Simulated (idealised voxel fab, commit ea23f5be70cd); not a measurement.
The name of this process module is voxel capacitor over wiring.
It is cross-section cut that appears here, measuring 220 nm in width, its square cells being 5 nm in size.
Notation: cross-section as square-cell grid; stated in bands, top first, going down; one or more cell rows per band.
Quick guide to a band line: top height, bottom height (nm) up front; then every material left to right with its width in nm. Only one material and it's marked "all across"? Then it fills the band edge to edge. And "blank" just means empty space.
Ref level 0: as-received wafer is one material below here. Bottom band extends down with no lower bound ("0..down").
A two-number width, for instance "30..40", indicates that the width is equal to the first number in the top row of the band and to the second number in the bottom row, and that it changes by a constant amount per row of cells.
When a step is marked "nothing was modified", none of the cells in the cross-section changed during that step.
Empty spaces without an open route to the top, at least 8 cells in extent, make up the entry "Closed voids list"; each is given as width x height at distance, where the distance is measured from the left edge, and all are in nm.
If you see something after the settings on a step's line, that's the simulator's own remark about that step.
For masked steps, "overlay nm" on the step line gives how far right of plan the mask actually lay; a minus sign means it lay to the left.

[This section lists the process steps that were planned]
1,RECEIVE: material Si
2,CONFORMAL_DEP: material SiO2, thk nm 10
3,DIRECTIONAL_DEP: material TiN, thk nm 5
4,DIRECTIONAL_DEP: material W, thk nm 20
5,MASKED_ETCH: tone cover, mask id METAL_1, width nm 30, pitch nm 100, etch materials W, depth nm 20, overlay nm 0
6,MASKED_ETCH: tone cover, mask id METAL_1, width nm 30, pitch nm 100, etch materials TiN, depth nm 5, overlay nm 0
7,CONFORMAL_DEP: material SiN, thk nm 5
8,FILL_DEP: material lowk, thk nm 10
9,CMP: height nm 35
10,CONFORMAL_DEP: material SiCN, thk nm 5
11,DIRECTIONAL_DEP: material lowk, thk nm 15
12,PATTERN: tone open, mask id PLUG_1, material resist, width nm 15, thk nm 15, overlay nm 0
13,DIRECTIONAL_ETCH: etch materials lowk, depth nm 15
14,DIRECTIONAL_ETCH: etch materials SiCN, depth nm 5
15,STRIP: etch materials resist
16,EPI: material Ru, thk nm 10
17,EPI: material Ru, thk nm 10
18,DIRECTIONAL_DEP: material TiN, thk nm 10
19,DIRECTIONAL_DEP: material Al2O3, thk nm 5
20,DIRECTIONAL_DEP: material TiN, thk nm 5
21,MASKED_ETCH: tone cover, mask id UPPER_PLATE, width nm 75, etch materials TiN, depth nm 5, overlay nm 0
22,MASKED_ETCH: tone cover, mask id UPPER_PLATE, width nm 75, etch materials Al2O3, depth nm 5, overlay nm 0
23,MASKED_ETCH: tone cover, mask id LOWER_PLATE, width nm 85, etch materials TiN, depth nm 10, overlay nm 0
24,FILL_DEP: material SiO2, thk nm 15
25,CMP: height nm 85
26,MASKED_ETCH: tone open, mask id PLUG_2, width nm 15, etch materials SiO2, depth nm 10, overlay nm 0
27,CONFORMAL_DEP: material TiN, thk nm 5
28,FILL_DEP: material W, thk nm 10
29,CMP: height nm 85
30,CONFORMAL_DEP: material SiN, thk nm 5

[Incoming wafer in cross-section (state: after step 1)]
- 0..down: Si all across
- Closed voids list: none

[End-of-module cross-section. Starting structure and process plan as above; one mistake made in running it]
- 90..85: SiN all across
- 85..80: W all across
- 80..75: TiN all across
- 75..70: 60 of SiO2  75 of TiN  85 of SiO2
- 70..65: 60 of SiO2  75 of Al2O3  85 of SiO2
- 65..55: 55 of SiO2  85 of TiN  80 of SiO2
- 55..40: 60 of lowk  15 of Ru  145 of lowk
- 40..35: 60 of SiCN  15 of Ru  145 of SiCN
- 35..15: 40 of lowk  5 of SiN  30 of W  5 of SiN  60 of lowk  5 of SiN  30 of W  5 of SiN  40 of lowk
- 15..10: 45 of SiN  30 of TiN  70 of SiN  30 of TiN  45 of SiN
- 10..0: SiO2 all across
- 0..down: Si all across
- Closed voids list: none
What was the processing mistake? not per plan at step 25, really ran CMP: height nm 75
